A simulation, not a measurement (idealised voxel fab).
process module | voxel local oxidation
cross-section cut | 175 nm wide | cells 5 nm
A cross-section is a grid of square cells, given in bands from the top down. A band is one or more rows of cells.
Each band's line starts with the height of the band's top and of its bottom, in nm. Then come its materials from left to right, each with its width in nm. One material with "throughout" fills the band from edge to edge. "air" is empty space.
Height 0 is the level under which the wafer as received is all one material. The lowest band goes on downwards, as in "0 down".
A width such as "30 to 40" changes by the same amount from each row of cells to the next, from the band's top row to its bottom row.
"no change" after a step means that no cell of the cross-section changed.
closed voids: empty space of 8 cells or more with no open way to the top, each as width x height at its distance from the left edge, in nm
after a step's settings: what the simulator itself notes on the step
overlay nm, on a step with a mask: how far to the right of its planned place the mask lay; to the left if negative
plan
1 op RECEIVE | material Si
2 op OXIDIZE | depth nm 5
3 op CONFORMAL_DEP | material SiN | thk nm 15
4 op PATTERN | tone cover | mask id ACTIVE | material resist | width nm 100 | thk nm 15 | overlay nm 0
5 op DIRECTIONAL_ETCH | etch materials SiN | depth nm 15
6 op STRIP | etch materials resist
7 op SELECTIVE_ETCH | etch materials SiO2 | depth nm 5
8 op OXIDIZE | depth nm 10
9 op STRIP | etch materials SiN
first wafer, as planned
as received, after step 1
  0 down: Si throughout
  closed voids: none
after step 2
  0 to -5: SiO2 throughout
  below -5: unchanged
after step 3
  15 to 0: SiN throughout
  below 0: unchanged
after step 4
  30 to 15: air 35 | resist 100 | air 40
  below 15: unchanged
after step 5
  30 to 15: air 35 | resist 100 | air 40
  15 to 0: air 35 | SiN 100 | air 40
  below 0: unchanged
after step 6
  15 to 0: air 35 | SiN 100 | air 40
  below 0: unchanged
after step 7
  15 to 0: air 35 | SiN 100 | air 40
  0 to -5: air 40 | SiO2 90 | air 45
  below -5: unchanged
after step 8
  15 to 0: air 35 | SiN 100 | air 40
  0 to -5: air 40 | SiO2 90 | air 45
  -5 to -15: SiO2 50 | Si 70 | SiO2 55
  below -15: unchanged
after step 9
  0 to -5: air 40 | SiO2 90 | air 45
  below -5: unchanged
second wafer: like start, like plan, one mistake. Through step 7 it matches the first wafer
when step 8 should have ended
  0 to -5: air 40 | SiO2 90 | air 45
  below -5: unchanged
when step 9 should have ended
  0 to -5: air 40 | SiO2 90 | air 45
  -5 to -15: SiO2 50 | Si 70 | SiO2 55
  below -15: unchanged
what went wrong: steps 8 and 9 were swapped
at the end the two cross-sections are the same: no effect in what this model computes
